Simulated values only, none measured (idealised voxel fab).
process module | voxel wiring stack
cross-section cut | 235 nm wide | cells 5 nm
A cross-section is a grid of square cells, given in bands from the top down. A band is one or more rows of cells.
Each band's line starts with the height of the band's top and of its bottom, in nm. Then come its materials from left to right, each with its width in nm. One material with "throughout" fills the band from edge to edge. "air" is empty space.
Height 0 is the level under which the wafer as received is all one material. The lowest band goes on downwards, as in "0 down".
A width such as "30 to 40" changes by the same amount from each row of cells to the next, from the band's top row to its bottom row.
"no change" after a step means that no cell of the cross-section changed.
closed voids: empty space of 8 cells or more with no open way to the top, each as width x height at its distance from the left edge, in nm
after a step's settings: what the simulator itself notes on the step
overlay nm, on a step with a mask: how far to the right of its planned place the mask lay; to the left if negative
plan
1 op RECEIVE | material Si
2 op CONFORMAL_DEP | material SiO2 | thk nm 15
3 op DIRECTIONAL_DEP | material TiN | thk nm 5
4 op DIRECTIONAL_DEP | material Ru | thk nm 25
5 op MASKED_ETCH | tone cover | mask id METAL_1 | width nm 20 | pitch nm 45 | etch materials Ru | depth nm 25 | overlay nm 0
6 op MASKED_ETCH | tone cover | mask id METAL_1 | width nm 20 | pitch nm 45 | etch materials TiN | depth nm 5 | overlay nm 0
7 op FILL_DEP | material SiO2 | thk nm 10
8 op CMP | height nm 45
9 op CONFORMAL_DEP | material SiCN | thk nm 5
10 op DIRECTIONAL_DEP | material lowk | thk nm 10
11 op DIRECTIONAL_DEP | material aC | thk nm 15
12 op PATTERN | tone open | mask id PLUG_1 | material resist | width nm 15 | pitch nm 90 | thk nm 35 | overlay nm 0
13 op DIRECTIONAL_ETCH | etch materials aC | depth nm 15
14 op STRIP | etch materials resist
15 op DIRECTIONAL_ETCH | etch materials lowk | depth nm 10
16 op DIRECTIONAL_ETCH | etch materials SiCN | depth nm 5
17 op STRIP | etch materials aC
18 op CONFORMAL_DEP | material TiN | thk nm 5
19 op FILL_DEP | material Cu | thk nm 10
20 op CMP | height nm 60
21 op DIRECTIONAL_DEP | material TiN | thk nm 5
22 op DIRECTIONAL_DEP | material W | thk nm 15
23 op MASKED_ETCH | tone cover | mask id METAL_2 | width nm 20 | pitch nm 45 | etch materials W | depth nm 15 | overlay nm 0
24 op MASKED_ETCH | tone cover | mask id METAL_2 | width nm 20 | pitch nm 45 | etch materials TiN | depth nm 5 | overlay nm 0
25 op CONFORMAL_DEP | material SiCN | thk nm 5
26 op FILL_DEP | material lowk | thk nm 10
27 op CMP | height nm 80
28 op CONFORMAL_DEP | material SiN | thk nm 5
first wafer, as planned
as received, after step 1
  0 down: Si throughout
  closed voids: none
after step 2
  15 to 0: SiO2 throughout
  below 0: unchanged
after step 3
  20 to 15: TiN throughout
  below 15: unchanged
after step 4
  45 to 20: Ru throughout
  below 20: unchanged
after step 5
  45 to 20: air 40 | Ru 20 | air 25 | Ru 20 | air 25 | Ru 20 | air 25 | Ru 20 | air 40
  below 20: unchanged
after step 6
  45 to 20: air 40 | Ru 20 | air 25 | Ru 20 | air 25 | Ru 20 | air 25 | Ru 20 | air 40
  20 to 15: air 40 | TiN 20 | air 25 | TiN 20 | air 25 | TiN 20 | air 25 | TiN 20 | air 40
  below 15: unchanged
after step 7
  55 to 45: SiO2 throughout
  45 to 20: SiO2 40 | Ru 20 | SiO2 25 | Ru 20 | SiO2 25 | Ru 20 | SiO2 25 | Ru 20 | SiO2 40
  20 to 15: SiO2 40 | TiN 20 | SiO2 25 | TiN 20 | SiO2 25 | TiN 20 | SiO2 25 | TiN 20 | SiO2 40
  below 15: unchanged
after step 8
  45 to 20: SiO2 40 | Ru 20 | SiO2 25 | Ru 20 | SiO2 25 | Ru 20 | SiO2 25 | Ru 20 | SiO2 40
  below 20: unchanged
after step 9
  50 to 45: SiCN throughout
  below 45: unchanged
after step 10
  60 to 50: lowk throughout
  below 50: unchanged
after step 11
  75 to 60: aC throughout
  below 60: unchanged
after step 12
  110 to 75: resist 40 | air 15 | resist 75 | air 15 | resist 90
  below 75: unchanged
after step 13
  95 to 75: resist 40 | air 15 | resist 75 | air 15 | resist 90
  75 to 60: aC 40 | air 15 | aC 75 | air 15 | aC 90
  below 60: unchanged
after step 14
  75 to 60: aC 40 | air 15 | aC 75 | air 15 | aC 90
  below 60: unchanged
after step 15
  75 to 60: aC 40 | air 15 | aC 75 | air 15 | aC 90
  60 to 50: lowk 40 | air 15 | lowk 75 | air 15 | lowk 90
  below 50: unchanged
after step 16
  75 to 60: aC 40 | air 15 | aC 75 | air 15 | aC 90
  60 to 50: lowk 40 | air 15 | lowk 75 | air 15 | lowk 90
  50 to 45: SiCN 40 | air 15 | SiCN 75 | air 15 | SiCN 90
  below 45: unchanged
after step 17
  60 to 50: lowk 40 | air 15 | lowk 75 | air 15 | lowk 90
  below 50: unchanged
after step 18
  65 to 60: TiN 45 | air 5 | TiN 85 | air 5 | TiN 95
  60 to 50: lowk 40 | TiN 5 | air 5 | TiN 5 | lowk 75 | TiN 5 | air 5 | TiN 5 | lowk 90
  50 to 45: SiCN 40 | TiN 15 | SiCN 75 | TiN 15 | SiCN 90
  below 45: unchanged
after step 19
  75 to 65: Cu throughout
  65 to 60: TiN 45 | Cu 5 | TiN 85 | Cu 5 | TiN 95
  60 to 50: lowk 40 | TiN 5 | Cu 5 | TiN 5 | lowk 75 | TiN 5 | Cu 5 | TiN 5 | lowk 90
  below 50: unchanged
after step 20
  60 to 50: lowk 40 | TiN 5 | Cu 5 | TiN 5 | lowk 75 | TiN 5 | Cu 5 | TiN 5 | lowk 90
  below 50: unchanged
after step 21
  65 to 60: TiN throughout
  below 60: unchanged
after step 22
  80 to 65: W throughout
  below 65: unchanged
after step 23
  80 to 65: air 40 | W 20 | air 25 | W 20 | air 25 | W 20 | air 25 | W 20 | air 40
  below 65: unchanged
after step 24
  80 to 65: air 40 | W 20 | air 25 | W 20 | air 25 | W 20 | air 25 | W 20 | air 40
  65 to 60: air 40 | TiN 20 | air 25 | TiN 20 | air 25 | TiN 20 | air 25 | TiN 20 | air 40
  below 60: unchanged
after step 25
  85 to 80: air 35 | SiCN 30 | air 15 | SiCN 30 | air 15 | SiCN 30 | air 15 | SiCN 30 | air 35
  80 to 65: air 35 | SiCN 5 | W 20 | SiCN 5 | air 15 | SiCN 5 | W 20 | SiCN 5 | air 15 | SiCN 5 | W 20 | SiCN 5 | air 15 | SiCN 5 | W 20 | SiCN 5 | air 35
  65 to 60: SiCN 40 | TiN 20 | SiCN 25 | TiN 20 | SiCN 25 | TiN 20 | SiCN 25 | TiN 20 | SiCN 40
  below 60: unchanged
after step 26
  95 to 85: lowk throughout
  85 to 80: lowk 35 | SiCN 30 | lowk 15 | SiCN 30 | lowk 15 | SiCN 30 | lowk 15 | SiCN 30 | lowk 35
  80 to 65: lowk 35 | SiCN 5 | W 20 | SiCN 5 | lowk 15 | SiCN 5 | W 20 | SiCN 5 | lowk 15 | SiCN 5 | W 20 | SiCN 5 | lowk 15 | SiCN 5 | W 20 | SiCN 5 | lowk 35
  below 65: unchanged
after step 27
  80 to 65: lowk 35 | SiCN 5 | W 20 | SiCN 5 | lowk 15 | SiCN 5 | W 20 | SiCN 5 | lowk 15 | SiCN 5 | W 20 | SiCN 5 | lowk 15 | SiCN 5 | W 20 | SiCN 5 | lowk 35
  below 65: unchanged
after step 28
  85 to 80: SiN throughout
  below 80: unchanged
second wafer: like start, like plan, one mistake. Through step 11 it matches the first wafer
when step 12 should have ended
  110 to 75: resist 40 | air 20 | resist 70 | air 20 | resist 85
  below 75: unchanged
when step 13 should have ended
  95 to 75: resist 40 | air 20 | resist 70 | air 20 | resist 85
  75 to 60: aC 40 | air 20 | aC 70 | air 20 | aC 85
  below 60: unchanged
when step 14 should have ended
  75 to 60: aC 40 | air 20 | aC 70 | air 20 | aC 85
  below 60: unchanged
when step 15 should have ended
  75 to 60: aC 40 | air 20 | aC 70 | air 20 | aC 85
  60 to 50: lowk 40 | air 20 | lowk 70 | air 20 | lowk 85
  below 50: unchanged
when step 16 should have ended
  75 to 60: aC 40 | air 20 | aC 70 | air 20 | aC 85
  60 to 50: lowk 40 | air 20 | lowk 70 | air 20 | lowk 85
  50 to 45: SiCN 40 | air 20 | SiCN 70 | air 20 | SiCN 85
  below 45: unchanged
when step 17 should have ended
  60 to 50: lowk 40 | air 20 | lowk 70 | air 20 | lowk 85
  below 50: unchanged
when step 18 should have ended
  65 to 60: TiN 45 | air 10 | TiN 80 | air 10 | TiN 90
  60 to 50: lowk 40 | TiN 5 | air 10 | TiN 5 | lowk 70 | TiN 5 | air 10 | TiN 5 | lowk 85
  50 to 45: SiCN 40 | TiN 20 | SiCN 70 | TiN 20 | SiCN 85
  below 45: unchanged
when step 19 should have ended
  75 to 65: Cu throughout
  65 to 60: TiN 45 | Cu 10 | TiN 80 | Cu 10 | TiN 90
  60 to 50: lowk 40 | TiN 5 | Cu 10 | TiN 5 | lowk 70 | TiN 5 | Cu 10 | TiN 5 | lowk 85
  below 50: unchanged
when step 20 should have ended
  60 to 50: lowk 40 | TiN 5 | Cu 10 | TiN 5 | lowk 70 | TiN 5 | Cu 10 | TiN 5 | lowk 85
  below 50: unchanged
when step 21 should have ended
  65 to 60: TiN throughout
  below 60: unchanged
when step 22 should have ended
  80 to 65: W throughout
  below 65: unchanged
when step 23 should have ended
  80 to 65: air 40 | W 20 | air 25 | W 20 | air 25 | W 20 | air 25 | W 20 | air 40
  below 65: unchanged
when step 24 should have ended
  80 to 65: air 40 | W 20 | air 25 | W 20 | air 25 | W 20 | air 25 | W 20 | air 40
  65 to 60: air 40 | TiN 20 | air 25 | TiN 20 | air 25 | TiN 20 | air 25 | TiN 20 | air 40
  below 60: unchanged
when step 25 should have ended
  85 to 80: air 35 | SiCN 30 | air 15 | SiCN 30 | air 15 | SiCN 30 | air 15 | SiCN 30 | air 35
  80 to 65: air 35 | SiCN 5 | W 20 | SiCN 5 | air 15 | SiCN 5 | W 20 | SiCN 5 | air 15 | SiCN 5 | W 20 | SiCN 5 | air 15 | SiCN 5 | W 20 | SiCN 5 | air 35
  65 to 60: SiCN 40 | TiN 20 | SiCN 25 | TiN 20 | SiCN 25 | TiN 20 | SiCN 25 | TiN 20 | SiCN 40
  below 60: unchanged
when step 26 should have ended
  95 to 85: lowk throughout
  85 to 80: lowk 35 | SiCN 30 | lowk 15 | SiCN 30 | lowk 15 | SiCN 30 | lowk 15 | SiCN 30 | lowk 35
  80 to 65: lowk 35 | SiCN 5 | W 20 | SiCN 5 | lowk 15 | SiCN 5 | W 20 | SiCN 5 | lowk 15 | SiCN 5 | W 20 | SiCN 5 | lowk 15 | SiCN 5 | W 20 | SiCN 5 | lowk 35
  below 65: unchanged
when step 27 should have ended
  80 to 65: lowk 35 | SiCN 5 | W 20 | SiCN 5 | lowk 15 | SiCN 5 | W 20 | SiCN 5 | lowk 15 | SiCN 5 | W 20 | SiCN 5 | lowk 15 | SiCN 5 | W 20 | SiCN 5 | lowk 35
  below 65: unchanged
when step 28 should have ended
  85 to 80: SiN throughout
  below 80: unchanged
what went wrong: step 12 ran as: op PATTERN | tone open | mask id PLUG_1 | material resist | width nm 20 | pitch nm 90 | thk nm 35 | overlay nm 0
at the end the second wafer has, in cells: 4 more of Cu | 2 fewer of SiCN | 2 more of TiN | 4 fewer of lowk
